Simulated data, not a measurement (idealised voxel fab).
The document below concerns the process module designated voxel wiring stack.
In the cross-section labelled cut, the width is 160 nm and each square cell is 5 nm.
Format of a cross-section: grid, square cells. Given as bands. Order: top down. Band: one or more rows of cells. Quick guide to a band line: top height, bottom height (nm) up front; then every material left to right with its width in nm. Only one material and it's marked "full width"? Then it fills the band edge to edge. And "air" just means empty space. Below 0: as-received wafer, all one material; heights counted from there. Lowest band: no bottom, goes on down, written "0 nm and below". When a width is written as two numbers, as in "30->40", the first number is the width in the top row of cells of the band and the second is the width in its bottom row, and the width changes by the same amount from each row to the next. The designation "stayed the same", where it is given for a processing step, indicates that no cell of the cross-section was altered in the course of that step. "Enclosed empty spaces" specifies each empty space that is not open to the top and that occupies no fewer than 8 cells, using the form width x height at distance, the distance measured from the left edge and all three quantities in nm. Note: text after step settings on the step line = simulator remark on that step. When a step includes a mask, the "overlay nm" setting on its line states how far to the right of its planned place that mask lay, and negative values state how far to the left.

[This section lists the process steps that were planned]
| 1 | RECEIVE (material Si) |
| 2 | CONFORMAL_DEP (material SiO2; thk nm 15) |
| 3 | DIRECTIONAL_DEP (material TiN; thk nm 5) |
| 4 | DIRECTIONAL_DEP (material W; thk nm 25) |
| 5 | PATTERN (tone cover; mask id METAL_1; material resist; width nm 20; pitch nm 40; thk nm 20; overlay nm 0) |
| 6 | DIRECTIONAL_ETCH (etch materials W; depth nm 25) |
| 7 | DIRECTIONAL_ETCH (etch materials TiN; depth nm 5) |
| 8 | STRIP (etch materials resist) |
| 9 | FILL_DEP (material lowk; thk nm 10) |
| 10 | CMP (height nm 45) |
| 11 | CONFORMAL_DEP (material SiCN; thk nm 5) |
| 12 | DIRECTIONAL_DEP (material lowk; thk nm 30) |
| 13 | DIRECTIONAL_DEP (material aC; thk nm 15) |
| 14 | PATTERN (tone open; mask id METAL_2; material resist; width nm 20; pitch nm 40; thk nm 30; overlay nm 0) |
| 15 | DIRECTIONAL_ETCH (etch materials aC; depth nm 15) |
| 16 | STRIP (etch materials resist) |
| 17 | DIRECTIONAL_ETCH (etch materials lowk; depth nm 15) |
| 18 | STRIP (etch materials aC) |
| 19 | MASKED_ETCH (tone open; mask id METAL_2_HOLES; width nm 15; pitch nm 40; etch materials lowk; depth nm 15; overlay nm 0) |
| 20 | MASKED_ETCH (tone open; mask id METAL_2_HOLES; width nm 15; pitch nm 40; etch materials SiCN; depth nm 5; overlay nm 0) |
| 21 | CONFORMAL_DEP (material TiN; thk nm 5) |
| 22 | FILL_DEP (material Cu; thk nm 10) |
| 23 | CMP (height nm 80) |
| 24 | CONFORMAL_DEP (material SiN; thk nm 5) |

[Cross-sectional view of the wafer in its as-received condition, corresponding to the state after step 1]
	0 nm and below: Si full width
	Enclosed empty spaces: none

[Cross-section, first of two wafers, end of module, run as planned]
	85 nm to 80 nm: SiN full width
	80 nm to 70 nm: 50 lowk; 5 TiN; 10 Cu; 5 TiN; 20 lowk; 5 TiN; 10 Cu; 5 TiN; 50 lowk
	70 nm to 65 nm: 50 lowk; 5 TiN; 5 Cu; 10 TiN; 20 lowk; 5 TiN; 5 Cu; 10 TiN; 50 lowk
	65 nm to 50 nm: 50 lowk; 5 TiN; 5 Cu; 5 TiN; 25 lowk; 5 TiN; 5 Cu; 5 TiN; 55 lowk
	50 nm to 45 nm: 50 SiCN; 15 TiN; 25 SiCN; 15 TiN; 55 SiCN
	45 nm to 20 nm: 50 lowk; 20 W; 20 lowk; 20 W; 50 lowk
	20 nm to 15 nm: 50 lowk; 20 TiN; 20 lowk; 20 TiN; 50 lowk
	15 nm to 0 nm: SiO2 full width
	0 nm and below: Si full width
	Enclosed empty spaces: none

[Same start, same plan as the first wafer - but one mistake in the run. Cross-section of the second of the two at the end of the module]
	100 nm to 95 nm: SiN full width
	95 nm to 85 nm: Cu full width
	85 nm to 80 nm: 55 TiN; 10 Cu; 30 TiN; 10 Cu; 55 TiN
	80 nm to 70 nm: 50 lowk; 5 TiN; 10 Cu; 5 TiN; 20 lowk; 5 TiN; 10 Cu; 5 TiN; 50 lowk
	70 nm to 65 nm: 50 lowk; 5 TiN; 5 Cu; 10 TiN; 20 lowk; 5 TiN; 5 Cu; 10 TiN; 50 lowk
	65 nm to 50 nm: 50 lowk; 5 TiN; 5 Cu; 5 TiN; 25 lowk; 5 TiN; 5 Cu; 5 TiN; 55 lowk
	50 nm to 45 nm: 50 SiCN; 15 TiN; 25 SiCN; 15 TiN; 55 SiCN
	45 nm to 20 nm: 50 lowk; 20 W; 20 lowk; 20 W; 50 lowk
	20 nm to 15 nm: 50 lowk; 20 TiN; 20 lowk; 20 TiN; 50 lowk
	15 nm to 0 nm: SiO2 full width
	0 nm and below: Si full width
	Enclosed empty spaces: none
Which mistake was made when the wafer was run? skipped: plan step 23 (never run)
Wrapping up, a cell-based count of both wafers puts the second over or under the first for these materials: Cu +68 | TiN +28
